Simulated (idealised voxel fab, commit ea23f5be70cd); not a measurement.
The process module presented herein is designated voxel released beams.
Each square cell in cross-section cut measures 5 nm, and the section as a whole is 270 nm wide.
Format of a cross-section: grid, square cells. Given as bands. Order: top down. Band: one or more rows of cells.
What a band's entry tells you: where the top is and where the bottom is, as heights in nm, and after that what lies inside, material by material from left to right, each with its width in nm. Empty space is written as the word "air", and a single material marked with the word "all across" occupies the band from edge to edge.
Heights are expressed relative to 0, this being the level below which the as-received wafer comprises one material exclusively. The lowest band is unbounded in the downward direction and is denoted as in "from 0 down".
The width entry "30->40" should be interpreted row by row: the top row of cells in the band takes the first number, the bottom row takes the second number, and the change between adjacent rows is uniform throughout.
No cell of the cross-section changed in a step that is given as "nothing changed".
Any empty space of 8 cells or more lacking an open way to the top shows up in "Sealed void listing" as width x height at distance, distance from the left edge, in nm.
Anything after a step's settings on that line? It's the simulator's own note about the step.
The optional step-line setting "overlay nm" applies to steps with a mask and quantifies how far to the right of its planned location the mask lay, a negative value indicating leftward placement.
**Process steps (planned)**
1,op RECEIVE | material Si
2,op CONFORMAL_DEP | material Al2O3 | thk nm 10
3,op DIRECTIONAL_DEP | material SiO2 | thk nm 10
4,op PATTERN | tone open | mask id ANCHOR | material resist | width nm 40 | thk nm 20 | overlay nm 0
5,op DIRECTIONAL_ETCH | etch materials SiO2 | depth nm 10
6,op STRIP | etch materials resist
7,op CONFORMAL_DEP | material SiN | thk nm 15
8,op DIRECTIONAL_DEP | material aC | thk nm 15
9,op PATTERN | tone cover | mask id BEAM | material resist | width nm 110 | thk nm 35 | overlay nm 0
10,op DIRECTIONAL_ETCH | etch materials aC | depth nm 15
11,op STRIP | etch materials resist
12,op DIRECTIONAL_ETCH | etch materials SiN | depth nm 5
13,op STRIP | etch materials aC
14,op STRIP | etch materials SiO2
Wafer-to-wafer difference: depth nm, step 12. Common start. Plan = first wafer's value.
**So this is the first of several wafers, cross-sectioned as it came to us, meaning it's at the end of step 1**
from 0 down: Si all across
Sealed void listing: none
**Module end state after final step 14: cross-section of the first of several wafers**
from 35 to 30: air 75 | SiN 20 | air 10 | SiN 80 | air 85
from 30 to 25: SiN 95 | air 10 | SiN 165
from 25 to 20: SiN all across
from 20 to 10: SiO2 80 | SiN 40 | SiO2 150
from 10 to 0: Al2O3 all across
from 0 down: Si all across
Sealed void listing: none
**X-section, last wafer, module end**
from 35 to 25: air 75 | SiN 20 | air 10 | SiN 80 | air 85
from 25 to 20: air 75 | SiN 110 | air 85
from 20 to 10: air 80 | SiN 40 | air 150
from 10 to 0: Al2O3 all across
from 0 down: Si all across
Sealed void listing: none
**Below is a per-wafer table. In it, each row describes the wafer at the end of the module by giving, for each material, the number of cells gained (+) or lost (-) since the wafer was received, and after that the closed voids of the wafer**
depth nm 5 | +108 Al2O3 | +142 SiN | +92 SiO2 | Sealed void listing: none
depth nm 10 | +108 Al2O3 | +110 SiN | +92 SiO2 | Sealed void listing: none
depth nm 15 | +108 Al2O3 | +78 SiN | Sealed void listing: none
depth nm 20 | +108 Al2O3 | +78 SiN | Sealed void listing: none
depth nm 25 | +108 Al2O3 | +78 SiN | Sealed void listing: none
depth nm 30 | +108 Al2O3 | +78 SiN | Sealed void listing: none
